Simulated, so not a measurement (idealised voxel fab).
Title: Process Module voxel fin reveal
Square cells of 5 nm make up the cross-section cut, whose width is 185 nm.
If you're reading a cross-section in this doc, picture square cells in a grid; it comes to you as bands, top ones listed first down to the bottom, and a band can be one or more rows of cells. Top height, bottom height, nm. Materials left to right, width each, nm. Single material + "throughout" = fills band edge to edge. "empty" = empty. Heights are expressed relative to 0, this being the level below which the as-received wafer comprises one material exclusively. The lowest band is unbounded in the downward direction and is denoted as in "0 -> down". A width such as "30->40" changes by the same amount from each row of cells to the next, from the band's top row to its bottom row. Given "all unchanged" for a step, no cell of the cross-section differs between before and after that step. "Unvented voids": empty spaces of 8 cells or more with no open way to the top, each given as width x height at distance, distance from the left edge, all in nm. Past the settings on a step's line: simulator remark, on that step. For masked steps, "overlay nm" on the step line gives how far right of plan the mask actually lay; a minus sign means it lay to the left.
-- Steps planned for the process
- 1: RECEIVE, material Si
- 2: CONFORMAL_DEP, material SiN, thk nm 5
- 3: PATTERN, tone cover, mask id FINS, material resist, width nm 15, pitch nm 40, thk nm 15, overlay nm 0
- 4: DIRECTIONAL_ETCH, etch materials SiN, depth nm 5
- 5: DIRECTIONAL_ETCH, etch materials Si, depth nm 40
- 6: STRIP, etch materials resist
- 7: OXIDIZE, depth nm 5
- 8: FILL_DEP, material SiO2, thk nm 5
- 9: CMP, height nm 5
- 10: SELECTIVE_ETCH, etch materials SiO2, depth nm 35
- 11: STRIP, etch materials SiN
-- Below: the first of two wafers, run as planned
-- Received-state cross-section, reflecting completion of step 1
	0 -> down = Si throughout
	Unvented voids: none
-- after step 2
	5 -> 0 = SiN throughout
	Anything lower than 0 is untouched.
-- after step 3
	20 -> 5 = empty: 45 | resist: 15 | empty: 25 | resist: 15 | empty: 25 | resist: 15 | empty: 45
	Anything lower than 5 is untouched.
-- after step 4
	20 -> 5 = empty: 45 | resist: 15 | empty: 25 | resist: 15 | empty: 25 | resist: 15 | empty: 45
	5 -> 0 = empty: 45 | SiN: 15 | empty: 25 | SiN: 15 | empty: 25 | SiN: 15 | empty: 45
	Anything lower than 0 is untouched.
-- after step 5
	20 -> 5 = empty: 45 | resist: 15 | empty: 25 | resist: 15 | empty: 25 | resist: 15 | empty: 45
	5 -> 0 = empty: 45 | SiN: 15 | empty: 25 | SiN: 15 | empty: 25 | SiN: 15 | empty: 45
	0 -> -40 = empty: 45 | Si: 15 | empty: 25 | Si: 15 | empty: 25 | Si: 15 | empty: 45
	Anything lower than -40 is untouched.
-- after step 6
	5 -> 0 = empty: 45 | SiN: 15 | empty: 25 | SiN: 15 | empty: 25 | SiN: 15 | empty: 45
	Anything lower than 0 is untouched.
-- after step 7
	5 -> 0 = empty: 45 | SiN: 15 | empty: 25 | SiN: 15 | empty: 25 | SiN: 15 | empty: 45
	0 -> -40 = empty: 45 | SiO2: 5 | Si: 5 | SiO2: 5 | empty: 25 | SiO2: 5 | Si: 5 | SiO2: 5 | empty: 25 | SiO2: 5 | Si: 5 | SiO2: 5 | empty: 45
	-40 -> -45 = SiO2: 50 | Si: 5 | SiO2: 35 | Si: 5 | SiO2: 35 | Si: 5 | SiO2: 50
	Anything lower than -45 is untouched.
-- after step 8
	10 -> 5 = SiO2 throughout
	5 -> 0 = SiO2: 45 | SiN: 15 | SiO2: 25 | SiN: 15 | SiO2: 25 | SiN: 15 | SiO2: 45
	0 -> -45 = SiO2: 50 | Si: 5 | SiO2: 35 | Si: 5 | SiO2: 35 | Si: 5 | SiO2: 50
	Anything lower than -45 is untouched.
-- after step 9
	5 -> 0 = SiO2: 45 | SiN: 15 | SiO2: 25 | SiN: 15 | SiO2: 25 | SiN: 15 | SiO2: 45
	Anything lower than 0 is untouched.
-- after step 10
	5 -> 0 = empty: 45 | SiN: 15 | empty: 25 | SiN: 15 | empty: 25 | SiN: 15 | empty: 45
	0 -> -30 = empty: 50 | Si: 5 | empty: 35 | Si: 5 | empty: 35 | Si: 5 | empty: 50
	Anything lower than -30 is untouched.
-- after step 11
	0 -> -30 = empty: 50 | Si: 5 | empty: 35 | Si: 5 | empty: 35 | Si: 5 | empty: 50
	Anything lower than -30 is untouched.
-- Notes, second wafer: start = first wafer's, plan = first wafer's, execution had one mistake; history identical to first through step 2
-- Second wafer, cross-section, planned end of step 3
	20 -> 5 = empty: 40 | resist: 25 | empty: 15 | resist: 25 | empty: 15 | resist: 25 | empty: 40
	Anything lower than 5 is untouched.
-- Second wafer, cross-section, planned end of step 4
	20 -> 5 = empty: 40 | resist: 25 | empty: 15 | resist: 25 | empty: 15 | resist: 25 | empty: 40
	5 -> 0 = empty: 40 | SiN: 25 | empty: 15 | SiN: 25 | empty: 15 | SiN: 25 | empty: 40
	Anything lower than 0 is untouched.
-- Second wafer, cross-section, planned end of step 5
	20 -> 5 = empty: 40 | resist: 25 | empty: 15 | resist: 25 | empty: 15 | resist: 25 | empty: 40
	5 -> 0 = empty: 40 | SiN: 25 | empty: 15 | SiN: 25 | empty: 15 | SiN: 25 | empty: 40
	0 -> -40 = empty: 40 | Si: 25 | empty: 15 | Si: 25 | empty: 15 | Si: 25 | empty: 40
	Anything lower than -40 is untouched.
-- Second wafer, cross-section, planned end of step 6
	5 -> 0 = empty: 40 | SiN: 25 | empty: 15 | SiN: 25 | empty: 15 | SiN: 25 | empty: 40
	Anything lower than 0 is untouched.
-- Second wafer, cross-section, planned end of step 7
	5 -> 0 = empty: 40 | SiN: 25 | empty: 15 | SiN: 25 | empty: 15 | SiN: 25 | empty: 40
	0 -> -40 = empty: 40 | SiO2: 5 | Si: 15 | SiO2: 5 | empty: 15 | SiO2: 5 | Si: 15 | SiO2: 5 | empty: 15 | SiO2: 5 | Si: 15 | SiO2: 5 | empty: 40
	-40 -> -45 = SiO2: 45 | Si: 15 | SiO2: 25 | Si: 15 | SiO2: 25 | Si: 15 | SiO2: 45
	Anything lower than -45 is untouched.
-- Second wafer, cross-section, planned end of step 8
	10 -> 5 = SiO2 throughout
	5 -> 0 = SiO2: 40 | SiN: 25 | SiO2: 15 | SiN: 25 | SiO2: 15 | SiN: 25 | SiO2: 40
	0 -> -45 = SiO2: 45 | Si: 15 | SiO2: 25 | Si: 15 | SiO2: 25 | Si: 15 | SiO2: 45
	Anything lower than -45 is untouched.
-- Second wafer, cross-section, planned end of step 9
	5 -> 0 = SiO2: 40 | SiN: 25 | SiO2: 15 | SiN: 25 | SiO2: 15 | SiN: 25 | SiO2: 40
	Anything lower than 0 is untouched.
-- Second wafer, cross-section, planned end of step 10
	5 -> 0 = empty: 40 | SiN: 25 | empty: 15 | SiN: 25 | empty: 15 | SiN: 25 | empty: 40
	0 -> -30 = empty: 45 | Si: 15 | empty: 25 | Si: 15 | empty: 25 | Si: 15 | empty: 45
	Anything lower than -30 is untouched.
-- Second wafer, cross-section, planned end of step 11
	0 -> -30 = empty: 45 | Si: 15 | empty: 25 | Si: 15 | empty: 25 | Si: 15 | empty: 45
	Anything lower than -30 is untouched.
Processing error: planned and actual differ for step 3; actual: PATTERN, tone cover, mask id FINS, material resist, width nm 25, pitch nm 40, thk nm 15, overlay nm 0
The final cell counts differ between the wafers, with the second having more or fewer of some materials than the first: 54 more of Si | 18 fewer of SiO2
